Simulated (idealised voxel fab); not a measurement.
The name of this process module is voxel transistor to metal.
Cross-section cut spans 180 nm and uses square cells 5 nm in size.
Format of a cross-section: grid, square cells. Given as bands. Order: top down. Band: one or more rows of cells.
Band: top height; bottom height; in nm. Then, left to right: material with width in nm, for each material. "throughout": a single material spanning edge to edge. "air": empty space.
The level at which height equals 0 is the one under which the wafer, as it arrives, is entirely one material. No lower edge exists for the bottom band, which continues downward and is notated as in "0 down".
You'd read "30->40" like this: the band's top row of cells is as wide as the first number, its bottom row is as wide as the second, and going down, every row changes width by the same amount as the row before did.
"nothing was modified" means the step left every cell of the cross-section as it was.
Closed empty spaces (no open way to the top) of 8 cells or more are what "Closed void listing" lists, each as width x height at distance from the left edge, nm for all three.
Text after the settings on a step's line: the simulator's own remark on that step.
The "overlay nm" setting may appear on a step's line; for a step that uses a mask, it gives how far to the right of its planned position the mask lay, and a negative value indicates the left.
### The planned process steps are enumerated hereunder
1) RECEIVE,material Si
2) CONFORMAL_DEP,material SiO2,thk nm 5
3) CONFORMAL_DEP,material SiN,thk nm 10
4) MASKED_ETCH,tone cover,mask id ACTIVE,width nm 110,etch materials SiN,depth nm 10,overlay nm 0
5) MASKED_ETCH,tone cover,mask id ACTIVE,width nm 110,etch materials SiO2,depth nm 5,overlay nm 0
6) MASKED_ETCH,tone cover,mask id ACTIVE,width nm 110,etch materials Si,depth nm 20,overlay nm 0
7) OXIDIZE,depth nm 5
8) FILL_DEP,material SiO2,thk nm 10
9) CMP,height nm 15
10) SELECTIVE_ETCH,etch materials SiO2,depth nm 10
11) STRIP,etch materials SiN
12) SELECTIVE_ETCH,etch materials SiO2,depth nm 5
13) OXIDIZE,depth nm 5
14) DIRECTIONAL_DEP,material polySi,thk nm 30
15) DIRECTIONAL_DEP,material SiCN,thk nm 10
16) MASKED_ETCH,tone cover,mask id GATE,width nm 20,etch materials SiCN,depth nm 20,overlay nm 0
17) MASKED_ETCH,tone cover,mask id GATE,width nm 20,etch materials polySi,depth nm 40,overlay nm 0
18) CONFORMAL_DEP,material SiN,thk nm 5
19) DIRECTIONAL_ETCH,etch materials SiN,depth nm 5
20) DIRECTIONAL_ETCH,etch materials SiO2,depth nm 5
21) DIRECTIONAL_ETCH,etch materials Si,depth nm 5
22) EPI,material pSi,thk nm 5
23) FILL_DEP,material SiO2,thk nm 10
24) CMP,height nm 40
25) DIRECTIONAL_DEP,material SiO2,thk nm 10
26) MASKED_ETCH,tone open,mask id CONTACT,width nm 30,pitch nm 60,etch materials SiO2,depth nm 55,overlay nm 0
27) CONFORMAL_DEP,material TiN,thk nm 5
28) FILL_DEP,material Ru,thk nm 5
29) CMP,height nm 50
30) CONFORMAL_DEP,material SiCN,thk nm 5
31) DIRECTIONAL_DEP,material SiO2,thk nm 20
32) PATTERN,tone open,mask id METAL_1,material resist,width nm 15,pitch nm 75,thk nm 15,overlay nm 0
33) DIRECTIONAL_ETCH,etch materials SiO2,depth nm 20
34) DIRECTIONAL_ETCH,etch materials SiCN,depth nm 5
35) STRIP,etch materials resist
36) CONFORMAL_DEP,material TiN,thk nm 5
37) FILL_DEP,material Cu,thk nm 5
38) CMP,height nm 75
39) CONFORMAL_DEP,material SiCN,thk nm 5
40) DIRECTIONAL_DEP,material SiO2,thk nm 35
41) PATTERN,tone open,mask id METAL_2,material resist,width nm 15,pitch nm 75,thk nm 15,overlay nm 0
42) DIRECTIONAL_ETCH,etch materials SiO2,depth nm 20
43) STRIP,etch materials resist
44) DIRECTIONAL_DEP,material aC,thk nm 15
45) PATTERN,tone open,mask id METAL_2_HOLES,material resist,width nm 15,pitch nm 75,thk nm 30,overlay nm 0
46) DIRECTIONAL_ETCH,etch materials aC,depth nm 15
47) STRIP,etch materials resist
48) DIRECTIONAL_ETCH,etch materials SiO2,depth nm 15
49) DIRECTIONAL_ETCH,etch materials SiCN,depth nm 5
50) STRIP,etch materials aC
51) CONFORMAL_DEP,material TiN,thk nm 5
52) FILL_DEP,material Ru,thk nm 5
53) CMP,height nm 115
54) CONFORMAL_DEP,material SiN,thk nm 5
### Delivered wafer in cross-section: state after step 1
- 0 down | Si throughout
- Closed void listing: none
### Module complete - cross-section of the first of two wafers, run according to plan
- 120 to 115 | SiN throughout
- 115 to 80 | SiO2 45 | TiN 5 | Ru 5 | TiN 5 | SiO2 60 | TiN 5 | Ru 5 | TiN 5 | SiO2 45
- 80 to 75 | SiCN 45 | TiN 15 | SiCN 60 | TiN 15 | SiCN 45
- 75 to 55 | SiO2 45 | TiN 5 | Cu 5 | TiN 5 | SiO2 60 | TiN 5 | Cu 5 | TiN 5 | SiO2 45
- 55 to 50 | SiCN 45 | TiN 15 | SiCN 60 | TiN 15 | SiCN 45
- 50 to 40 | SiO2 45 | TiN 5 | Ru 20 | TiN 5 | SiO2 30 | TiN 5 | Ru 20 | TiN 5 | SiO2 45
- 40 to 30 | SiO2 45 | TiN 5 | Ru 20 | TiN 5 | SiN 5 | SiCN 20 | SiN 5 | TiN 5 | Ru 20 | TiN 5 | SiO2 45
- 30 to 5 | SiO2 45 | TiN 5 | Ru 20 | TiN 5 | SiN 5 | polySi 20 | SiN 5 | TiN 5 | Ru 20 | TiN 5 | SiO2 45
- 5 to 0 | SiO2 45 | TiN 5 | Ru 15 | TiN 10 | SiN 5 | polySi 20 | SiN 5 | TiN 10 | Ru 15 | TiN 5 | SiO2 45
- 0 to -5 | SiO2 45 | TiN 25 | pSi 5 | SiO2 30 | pSi 5 | TiN 25 | SiO2 45
- -5 to -10 | SiO2 40 | pSi 35 | Si 30 | pSi 35 | SiO2 40
- -10 to -25 | SiO2 40 | Si 100 | SiO2 40
- -25 down | Si throughout
- Closed void listing: none
### Here is the second of the two wafers cut open at the end of the module - same start, same plan as the first one, but we made one mistake running it
- 120 to 115 | SiN throughout
- 115 to 80 | SiO2 45 | TiN 5 | Ru 5 | TiN 5 | SiO2 60 | TiN 5 | Ru 5 | TiN 5 | SiO2 45
- 80 to 75 | SiCN 45 | TiN 15 | SiCN 60 | TiN 15 | SiCN 45
- 75 to 65 | SiO2 45 | TiN 5 | Cu 5 | TiN 5 | SiO2 60 | TiN 5 | Cu 5 | TiN 5 | SiO2 45
- 65 to 60 | SiCN 45 | TiN 15 | SiCN 60 | TiN 15 | SiCN 45
- 60 to 50 | SiCN throughout
- 50 to 40 | SiO2 45 | TiN 5 | Ru 20 | TiN 5 | SiO2 30 | TiN 5 | Ru 20 | TiN 5 | SiO2 45
- 40 to 30 | SiO2 45 | TiN 5 | Ru 20 | TiN 5 | SiN 5 | SiCN 20 | SiN 5 | TiN 5 | Ru 20 | TiN 5 | SiO2 45
- 30 to 5 | SiO2 45 | TiN 5 | Ru 20 | TiN 5 | SiN 5 | polySi 20 | SiN 5 | TiN 5 | Ru 20 | TiN 5 | SiO2 45
- 5 to 0 | SiO2 45 | TiN 5 | Ru 15 | TiN 10 | SiN 5 | polySi 20 | SiN 5 | TiN 10 | Ru 15 | TiN 5 | SiO2 45
- 0 to -5 | SiO2 45 | TiN 25 | pSi 5 | SiO2 30 | pSi 5 | TiN 25 | SiO2 45
- -5 to -10 | SiO2 40 | pSi 35 | Si 30 | pSi 35 | SiO2 40
- -10 to -25 | SiO2 40 | Si 100 | SiO2 40
- -25 down | Si throughout
- Closed void listing: none
It is concluded that the wafer was processed incorrectly with respect to the plan, in that off-plan run, step 30, actual operation and settings CONFORMAL_DEP,material SiCN,thk nm 15
Upon completion, the second wafer contains, in terms of cells, a greater or smaller amount of certain materials than the first wafer: Cu: 4 fewer | SiCN: 72 more | SiO2: 60 fewer | TiN: 8 fewer
